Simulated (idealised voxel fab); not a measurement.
process module | voxel self aligned contacts
cross-section cut | 200 nm wide | cells 5 nm
A cross-section is a grid of square cells, given in bands from the top down. A band is one or more rows of cells.
Each band's line starts with the height of the band's top and of its bottom, in nm. Then come its materials from left to right, each with its width in nm. One material with "throughout" fills the band from edge to edge. "air" is empty space.
Height 0 is the level under which the wafer as received is all one material. The lowest band goes on downwards, as in "0 down".
A width such as "30 to 40" changes by the same amount from each row of cells to the next, from the band's top row to its bottom row.
"no change" after a step means that no cell of the cross-section changed.
closed voids: empty space of 8 cells or more with no open way to the top, each as width x height at its distance from the left edge, in nm
after a step's settings: what the simulator itself notes on the step
overlay nm, on a step with a mask: how far to the right of its planned place the mask lay; to the left if negative
plan
1 op RECEIVE | material Si
2 op OXIDIZE | depth nm 5
3 op DIRECTIONAL_DEP | material polySi | thk nm 20
4 op DIRECTIONAL_DEP | material SiN | thk nm 25
5 op PATTERN | tone cover | mask id GATE | material resist | width nm 30 | pitch nm 70 | thk nm 20 | overlay nm 0
6 op DIRECTIONAL_ETCH | etch materials SiN | depth nm 25
7 op DIRECTIONAL_ETCH | etch materials polySi | depth nm 20
8 op STRIP | etch materials resist
9 op CONFORMAL_DEP | material SiN | thk nm 10
10 op DIRECTIONAL_ETCH | etch materials SiN | depth nm 10
11 op FILL_DEP | material SiO2 | thk nm 15
12 op CMP | height nm 50
13 op MASKED_ETCH | tone open | mask id CONTACT | width nm 50 | pitch nm 70 | etch materials SiO2 | depth nm 55 | overlay nm 0
14 op CONFORMAL_DEP | material TiN | thk nm 5
15 op FILL_DEP | material W | thk nm 5
16 op CMP | height nm 50
17 op CONFORMAL_DEP | material SiCN | thk nm 5
as received, after step 1
  0 down: Si throughout
  closed voids: none
first wafer at the end, as planned
  55 to 50: SiCN throughout
  50 to 45: SiO2 40 | TiN 20 | W 10 | TiN 20 | SiO2 20 | TiN 20 | W 10 | TiN 20 | SiO2 40
  45 to 20: SiO2 5 | SiN 50 | TiN 5 | W 10 | TiN 5 | SiN 50 | TiN 5 | W 10 | TiN 5 | SiN 50 | SiO2 5
  20 to 0: SiO2 5 | SiN 10 | polySi 30 | SiN 10 | TiN 5 | W 10 | TiN 5 | SiN 10 | polySi 30 | SiN 10 | TiN 5 | W 10 | TiN 5 | SiN 10 | polySi 30 | SiN 10 | SiO2 5
  0 to -5: SiO2 55 | TiN 20 | SiO2 50 | TiN 20 | SiO2 55
  -5 down: Si throughout
  closed voids: none
second wafer at the end: like start, like plan, one mistake
  55 to 50: SiCN throughout
  50 to 45: SiO2 5 | SiN 50 | TiN 20 | SiN 50 | TiN 20 | SiN 50 | SiO2 5
  45 to 20: SiN throughout
  20 to 0: polySi throughout
  0 to -5: SiO2 throughout
  -5 down: Si throughout
  closed voids: none
what went wrong: step 4 was run twice
at the end the second wafer has, in cells: 32 more of SiN | 28 fewer of SiO2 | 52 fewer of TiN | 40 fewer of W | 88 more of polySi
